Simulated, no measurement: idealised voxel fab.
Module name: voxel released beams (process module)
The figure presents cross-section cut, which has a width of 280 nm and is divided into square cells with an edge length of 5 nm.
Throughout this document, each cross-section is represented as a grid of square cells and is presented as a sequence of bands enumerated from the top downward, where a band comprises one or more rows of cells. Quick guide to a band line: top height, bottom height (nm) up front; then every material left to right with its width in nm. Only one material and it's marked "throughout"? Then it fills the band edge to edge. And "air" just means empty space. The reference from which all heights are counted is 0, the level beneath which the as-received wafer is entirely one material; the lowest band, having no lower bound, proceeds downward and is written after the example "0..down". The notation "30->40" denotes a width that varies across the rows of cells in the band, beginning at the first number in the top row, finishing at the second number in the bottom row, and changing by an identical amount from each row to the next. Step marked "same as before"? Then no cell in the cross-section changed in it. Unvented cavities: empty space of 8 cells or more with no open way to the top, each as width x height at its distance from the left edge, in nm. On a step's line, text after the settings is the simulator commenting on that step. overlay nm: for a step with a mask, the amount by which the mask lay right of where it was planned; a negative amount means left of it.

The steps planned for the process are as follows:
1 RECEIVE (material Si)
2 CONFORMAL_DEP (material Al2O3; thk nm 10)
3 DIRECTIONAL_DEP (material SiO2; thk nm 15)
4 DIRECTIONAL_DEP (material aC; thk nm 15)
5 PATTERN (tone open; mask id ANCHOR; material resist; width nm 40; thk nm 30; overlay nm 0)
6 DIRECTIONAL_ETCH (etch materials aC; depth nm 15)
7 STRIP (etch materials resist)
8 DIRECTIONAL_ETCH (etch materials SiO2; depth nm 15)
9 STRIP (etch materials aC)
10 CONFORMAL_DEP (material SiN; thk nm 15)
11 DIRECTIONAL_DEP (material aC; thk nm 15)
12 PATTERN (tone cover; mask id BEAM; material resist; width nm 110; thk nm 35; overlay nm 0)
13 DIRECTIONAL_ETCH (etch materials aC; depth nm 15)
14 STRIP (etch materials resist)
15 DIRECTIONAL_ETCH (etch materials SiN; depth nm 15)
16 STRIP (etch materials aC)
17 STRIP (etch materials SiO2)

Step 1 complete: cross-section of the wafer as received:
    0..down | Si throughout
    Unvented cavities: none

Wafer cross-section at end of module: start and plan as shown above, one execution error:
    30..25 | air 80, then SiN 10, then air 30, then SiN 70, then air 90
    25..15 | air 85, then SiN 5, then air 30, then SiN 5, then air 155
    15..10 | air 85, then SiN 40, then air 155
    10..0 | Al2O3 throughout
    0..down | Si throughout
    Unvented cavities: none
Run error: step 10 deviated from plan and actually ran as CONFORMAL_DEP (material SiN; thk nm 5)
